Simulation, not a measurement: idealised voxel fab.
process module | voxel gate over fins
cross-section cut | 215 nm wide | cells 5 nm
A cross-section is a grid of square cells, given in bands from the top down. A band is one or more rows of cells.
Each band's line starts with the height of the band's top and of its bottom, in nm. Then come its materials from left to right, each with its width in nm. One material with "throughout" fills the band from edge to edge. "air" is empty space.
Height 0 is the level under which the wafer as received is all one material. The lowest band goes on downwards, as in "0 down".
A width such as "30 to 40" changes by the same amount from each row of cells to the next, from the band's top row to its bottom row.
"no change" after a step means that no cell of the cross-section changed.
closed voids: empty space of 8 cells or more with no open way to the top, each as width x height at its distance from the left edge, in nm
after a step's settings: what the simulator itself notes on the step
overlay nm, on a step with a mask: how far to the right of its planned place the mask lay; to the left if negative
plan
1 op RECEIVE | material Si
2 op CONFORMAL_DEP | material SiN | thk nm 10
3 op DIRECTIONAL_DEP | material aC | thk nm 15
4 op PATTERN | tone cover | mask id FINS | material resist | width nm 15 | pitch nm 40 | thk nm 30 | overlay nm 0
5 op DIRECTIONAL_ETCH | etch materials aC | depth nm 15
6 op STRIP | etch materials resist
7 op DIRECTIONAL_ETCH | etch materials SiN | depth nm 10
8 op DIRECTIONAL_ETCH | etch materials Si | depth nm 40
9 op STRIP | etch materials aC
10 op FILL_DEP | material SiO2 | thk nm 5
11 op CMP | height nm 10
12 op SELECTIVE_ETCH | etch materials SiO2 | depth nm 25
13 op STRIP | etch materials SiN
14 op CONFORMAL_DEP | material HfO2 | thk nm 5
15 op CONFORMAL_DEP | material TiN | thk nm 5
16 op CONFORMAL_DEP | material TiAl | thk nm 5
17 op CONFORMAL_DEP | material TiN | thk nm 5
18 op FILL_DEP | material W | thk nm 15
19 op CMP | height nm 30
20 op CONFORMAL_DEP | material SiCN | thk nm 10
varied across the wafers: width nm of step 4. The plan shows the first wafer's value. All wafers start alike
first wafer as received, after step 1
  0 down: Si throughout
  closed voids: none
first wafer at the end, after step 20
  40 to 30: SiCN throughout
  30 to 20: W throughout
  20 to 15: W 40 | TiN 135 | W 40
  15 to 10: W 40 | TiN 5 | TiAl 125 | TiN 5 | W 40
  10 to 5: W 40 | TiN 5 | TiAl 5 | TiN 35 | TiAl 5 | TiN 35 | TiAl 5 | TiN 35 | TiAl 5 | TiN 5 | W 40
  5 to 0: TiN 45 | TiAl 5 | TiN 5 | HfO2 25 | TiN 5 | TiAl 5 | TiN 5 | HfO2 25 | TiN 5 | TiAl 5 | TiN 5 | HfO2 25 | TiN 5 | TiAl 5 | TiN 45
  0 to -5: TiAl 50 | TiN 5 | HfO2 5 | Si 15 | HfO2 5 | TiN 5 | TiAl 5 | TiN 5 | HfO2 5 | Si 15 | HfO2 5 | TiN 5 | TiAl 5 | TiN 5 | HfO2 5 | Si 15 | HfO2 5 | TiN 5 | TiAl 50
  -5 to -10: TiN 55 | HfO2 5 | Si 15 | HfO2 5 | TiN 15 | HfO2 5 | Si 15 | HfO2 5 | TiN 15 | HfO2 5 | Si 15 | HfO2 5 | TiN 55
  -10 to -15: HfO2 60 | Si 15 | HfO2 25 | Si 15 | HfO2 25 | Si 15 | HfO2 60
  -15 to -40: SiO2 60 | Si 15 | SiO2 25 | Si 15 | SiO2 25 | Si 15 | SiO2 60
  -40 down: Si throughout
  closed voids: none
last wafer at the end
  40 to 30: SiCN throughout
  30 to 20: W throughout
  20 to 15: W 35 | TiN 145 | W 35
  15 to 10: W 35 | TiN 5 | TiAl 135 | TiN 5 | W 35
  10 to 5: W 35 | TiN 5 | TiAl 5 | TiN 125 | TiAl 5 | TiN 5 | W 35
  5 to 0: TiN 40 | TiAl 5 | TiN 5 | HfO2 35 | TiN 5 | HfO2 35 | TiN 5 | HfO2 35 | TiN 5 | TiAl 5 | TiN 40
  0 to -5: TiAl 45 | TiN 5 | HfO2 5 | Si 25 | HfO2 5 | TiN 5 | HfO2 5 | Si 25 | HfO2 5 | TiN 5 | HfO2 5 | Si 25 | HfO2 5 | TiN 5 | TiAl 45
  -5 to -10: TiN 50 | HfO2 5 | Si 25 | HfO2 5 | TiN 5 | HfO2 5 | Si 25 | HfO2 5 | TiN 5 | HfO2 5 | Si 25 | HfO2 5 | TiN 50
  -10 to -15: HfO2 55 | Si 25 | HfO2 15 | Si 25 | HfO2 15 | Si 25 | HfO2 55
  -15 to -40: SiO2 55 | Si 25 | SiO2 15 | Si 25 | SiO2 15 | Si 25 | SiO2 55
  -40 down: Si throughout
  closed voids: none
each wafer at the end: cells of each material gained (+) or lost (-) since it was received, then its closed voids
width nm 15 | +61 HfO2 | -272 Si | +86 SiCN | +170 SiO2 | +55 TiAl | +110 TiN | +134 W | closed voids: none
width nm 20 | +61 HfO2 | -248 Si | +86 SiCN | +155 SiO2 | +49 TiAl | +110 TiN | +131 W | closed voids: none
width nm 25 | +61 HfO2 | -224 Si | +86 SiCN | +140 SiO2 | +49 TiAl | +104 TiN | +128 W | closed voids: none
